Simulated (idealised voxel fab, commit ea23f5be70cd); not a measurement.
Title: Process Module voxel transistor to metal
We display cut, a cross-section 275 nm in width whose square cells are each 5 nm.
In what follows, cross-sections appear as grids of square cells, described through bands that run from the top down, where every band is one or more rows of cells. Each band's line starts with the height of the band's top and of its bottom, in nm. Then come its materials from left to right, each with its width in nm. One material with "full width" fills the band from edge to edge. "blank" is empty space. The reference from which all heights are counted is 0, the level beneath which the as-received wafer is entirely one material; the lowest band, having no lower bound, proceeds downward and is written after the example "0 -> down". Note: "30 to 40" means the width goes from the first number (top row of the band) to the second number (bottom row) in equal steps per row of cells. "left unchanged" for a step: no cell of the cross-section changed in that step. Listed in "Completely sealed voids": every empty space of 8 or more cells without an open way to the top. Form: width x height at distance, the distance being from the left edge, all in nm. Step line, after settings: the simulator's comment on this step. Steps that use a mask can have "overlay nm" on their line. It says how far the mask sat to the right of where it was meant to be. Negative means to the left.
INTENDED PROCESS STEPS
1,RECEIVE [material Si]
2,OXIDIZE [depth nm 5]
3,CONFORMAL_DEP [material SiN] [thk nm 15]
4,MASKED_ETCH [tone cover] [mask id ACTIVE] [width nm 105] [pitch nm 125] [etch materials SiN] [depth nm 15] [overlay nm 0]
5,MASKED_ETCH [tone cover] [mask id ACTIVE] [width nm 105] [pitch nm 125] [etch materials SiO2] [depth nm 5] [overlay nm 0]
6,MASKED_ETCH [tone cover] [mask id ACTIVE] [width nm 105] [pitch nm 125] [etch materials Si] [depth nm 20] [overlay nm 0]
7,FILL_DEP [material SiO2] [thk nm 10]
8,CMP [height nm 15]
9,SELECTIVE_ETCH [etch materials SiO2] [depth nm 5]
10,STRIP [etch materials SiN]
11,SELECTIVE_ETCH [etch materials SiO2] [depth nm 5]
12,OXIDIZE [depth nm 5]
13,DIRECTIONAL_DEP [material polySi] [thk nm 20]
14,DIRECTIONAL_DEP [material SiCN] [thk nm 15]
15,DIRECTIONAL_DEP [material aC] [thk nm 10]
16,PATTERN [tone cover] [mask id GATE] [material resist] [width nm 25] [pitch nm 125] [thk nm 30] [overlay nm 0]
17,DIRECTIONAL_ETCH [etch materials aC] [depth nm 10]
18,STRIP [etch materials resist]
19,DIRECTIONAL_ETCH [etch materials SiCN] [depth nm 25]
20,DIRECTIONAL_ETCH [etch materials polySi] [depth nm 30]
21,STRIP [etch materials aC]
22,CONFORMAL_DEP [material SiN] [thk nm 10]
23,DIRECTIONAL_ETCH [etch materials SiN] [depth nm 5]
24,DIRECTIONAL_ETCH [etch materials SiO2] [depth nm 5]
25,DIRECTIONAL_ETCH [etch materials Si] [depth nm 10]
26,EPI [material nSi] [thk nm 10]
27,FILL_DEP [material SiO2] [thk nm 5]
28,CMP [height nm 15]
29,STRIP [etch materials polySi]
30,SELECTIVE_ETCH [etch materials SiO2] [depth nm 5]
31,CONFORMAL_DEP [material HfO2] [thk nm 5]
32,CONFORMAL_DEP [material TiN] [thk nm 5]
33,FILL_DEP [material W] [thk nm 5]
34,CMP [height nm 10]
35,DIRECTIONAL_DEP [material SiO2] [thk nm 15]
36,DIRECTIONAL_DEP [material aC] [thk nm 15]
37,PATTERN [tone open] [mask id CONTACT] [material resist] [width nm 20] [thk nm 30] [overlay nm 0]
38,DIRECTIONAL_ETCH [etch materials aC] [depth nm 15]
39,STRIP [etch materials resist]
40,DIRECTIONAL_ETCH [etch materials SiO2] [depth nm 35]
41,STRIP [etch materials aC]
42,CONFORMAL_DEP [material TiN] [thk nm 5]
43,FILL_DEP [material W] [thk nm 10]
44,CMP [height nm 25]
45,DIRECTIONAL_DEP [material TiN] [thk nm 5]
46,DIRECTIONAL_DEP [material Ru] [thk nm 15]
47,PATTERN [tone cover] [mask id METAL_1] [material resist] [width nm 20] [thk nm 15] [overlay nm 0]
48,DIRECTIONAL_ETCH [etch materials Ru] [depth nm 15]
49,DIRECTIONAL_ETCH [etch materials TiN] [depth nm 5]
50,STRIP [etch materials resist]
51,FILL_DEP [material SiO2] [thk nm 5]
52,CMP [height nm 45]
53,CONFORMAL_DEP [material SiCN] [thk nm 5]
The wafers are alike at the start. At step 23, their depth nm differs. The plan lists the first wafer's value.
RECEIVED CONDITION OF THE FIRST OF SEVERAL WAFERS, SECTIONED: POST-STEP 1
    0 -> down = Si full width
    Completely sealed voids: none
FIRST OF SEVERAL WAFERS, SECTIONED AT END OF MODULE (LAST STEP: STEP 53)
    50 -> 45 = SiCN full width
    45 -> 30 = 25 SiO2; 20 Ru; 55 SiO2; 20 Ru; 30 SiO2; 20 Ru; 55 SiO2; 20 Ru; 30 SiO2
    30 -> 25 = 25 SiO2; 20 TiN; 55 SiO2; 20 TiN; 30 SiO2; 20 TiN; 55 SiO2; 20 TiN; 30 SiO2
    25 -> 10 = 25 SiO2; 5 TiN; 10 W; 5 TiN; 55 SiO2; 5 TiN; 10 W; 5 TiN; 30 SiO2; 5 TiN; 10 W; 5 TiN; 55 SiO2; 5 TiN; 10 W; 5 TiN; 30 SiO2
    10 -> 5 = 25 SiN; 5 TiN; 10 W; 5 TiN; 5 SiO2; 10 SiN; 5 HfO2; 5 TiN; 5 W; 5 TiN; 5 HfO2; 10 SiN; 5 SiO2; 5 TiN; 10 W; 5 TiN; 30 SiN; 5 TiN; 10 W; 5 TiN; 5 SiO2; 10 SiN; 5 HfO2; 5 TiN; 5 W; 5 TiN; 5 HfO2; 10 SiN; 5 SiO2; 5 TiN; 10 W; 5 TiN; 30 SiN
    5 -> 0 = 15 SiO2; 10 SiN; 20 TiN; 5 SiO2; 10 SiN; 5 HfO2; 5 TiN; 5 W; 5 TiN; 5 HfO2; 10 SiN; 5 SiO2; 20 TiN; 10 SiN; 10 SiO2; 10 SiN; 20 TiN; 5 SiO2; 10 SiN; 5 HfO2; 5 TiN; 5 W; 5 TiN; 5 HfO2; 10 SiN; 5 SiO2; 20 TiN; 10 SiN; 20 SiO2
    0 -> -5 = 15 SiO2; 45 SiN; 5 HfO2; 15 TiN; 5 HfO2; 45 SiN; 10 SiO2; 45 SiN; 5 HfO2; 15 TiN; 5 HfO2; 45 SiN; 20 SiO2
    -5 -> -10 = 55 SiO2; 35 HfO2; 90 SiO2; 35 HfO2; 60 SiO2
    -10 -> -25 = 20 SiO2; 105 Si; 20 SiO2; 105 Si; 25 SiO2
    -25 -> down = Si full width
    Completely sealed voids: none
X-SECTION, LAST WAFER, MODULE END
    50 -> 45 = SiCN full width
    45 -> 30 = 25 SiO2; 20 Ru; 55 SiO2; 20 Ru; 30 SiO2; 20 Ru; 55 SiO2; 20 Ru; 30 SiO2
    30 -> 25 = 25 SiO2; 20 TiN; 55 SiO2; 20 TiN; 30 SiO2; 20 TiN; 55 SiO2; 20 TiN; 30 SiO2
    25 -> 10 = 25 SiO2; 5 TiN; 10 W; 5 TiN; 55 SiO2; 5 TiN; 10 W; 5 TiN; 30 SiO2; 5 TiN; 10 W; 5 TiN; 55 SiO2; 5 TiN; 10 W; 5 TiN; 30 SiO2
    10 -> 0 = 25 SiO2; 5 TiN; 10 to 5 W; 5 to 10 TiN; 5 SiO2; 10 SiN; 5 HfO2; 5 TiN; 5 W; 5 TiN; 5 HfO2; 10 SiN; 5 SiO2; 5 to 10 TiN; 10 to 5 W; 5 TiN; 30 SiO2; 5 TiN; 10 to 5 W; 5 to 10 TiN; 5 SiO2; 10 SiN; 5 HfO2; 5 TiN; 5 W; 5 TiN; 5 HfO2; 10 SiN; 5 SiO2; 5 to 10 TiN; 10 to 5 W; 5 TiN; 30 SiO2
    0 -> -5 = 25 SiO2; 5 TiN; 5 W; 5 TiN; 10 nSi; 10 SiN; 5 HfO2; 15 TiN; 5 HfO2; 10 SiN; 10 nSi; 5 TiN; 5 W; 5 TiN; 30 SiO2; 5 TiN; 5 W; 5 TiN; 10 nSi; 10 SiN; 5 HfO2; 15 TiN; 5 HfO2; 10 SiN; 10 nSi; 5 TiN; 5 W; 5 TiN; 30 SiO2
    -5 -> -10 = 25 SiO2; 15 TiN; 10 nSi; 5 SiO2; 35 HfO2; 5 SiO2; 10 nSi; 15 TiN; 30 SiO2; 15 TiN; 10 nSi; 5 SiO2; 35 HfO2; 5 SiO2; 10 nSi; 15 TiN; 30 SiO2
    -10 -> -20 = 20 SiO2; 30 nSi; 45 Si; 30 nSi; 20 SiO2; 30 nSi; 45 Si; 30 nSi; 25 SiO2
    -20 -> -25 = 20 SiO2; 105 Si; 20 SiO2; 105 Si; 25 SiO2
    -25 -> down = Si full width
    Completely sealed voids: none
FOR YOUR REFERENCE, THE TABLE IS ORGANIZED WITH A ROW PER WAFER; EACH ROW REFLECTS THE WAFER AT THE END OF THE MODULE, INDICATING FOR EACH MATERIAL THE CELLS GAINED (+) OR LOST (-) SINCE RECEIPT, AND THEREAFTER ITS CLOSED VOIDS
depth nm 5; +26 HfO2; +48 Ru; -149 Si; +55 SiCN; +77 SiN; +379 SiO2; +78 TiN; +36 W; Completely sealed voids: none
depth nm 10; +26 HfO2; +48 Ru; -189 Si; +55 SiCN; +40 SiN; +376 SiO2; +86 TiN; +36 W; +72 nSi; Completely sealed voids: none
depth nm 15; +26 HfO2; +48 Ru; -189 Si; +55 SiCN; +32 SiN; +384 SiO2; +86 TiN; +36 W; +72 nSi; Completely sealed voids: none
depth nm 20; +26 HfO2; +48 Ru; -197 Si; +55 SiCN; +24 SiN; +392 SiO2; +94 TiN; +44 W; +64 nSi; Completely sealed voids: none
depth nm 25; +26 HfO2; +48 Ru; -197 Si; +55 SiCN; +24 SiN; +392 SiO2; +94 TiN; +44 W; +64 nSi; Completely sealed voids: none
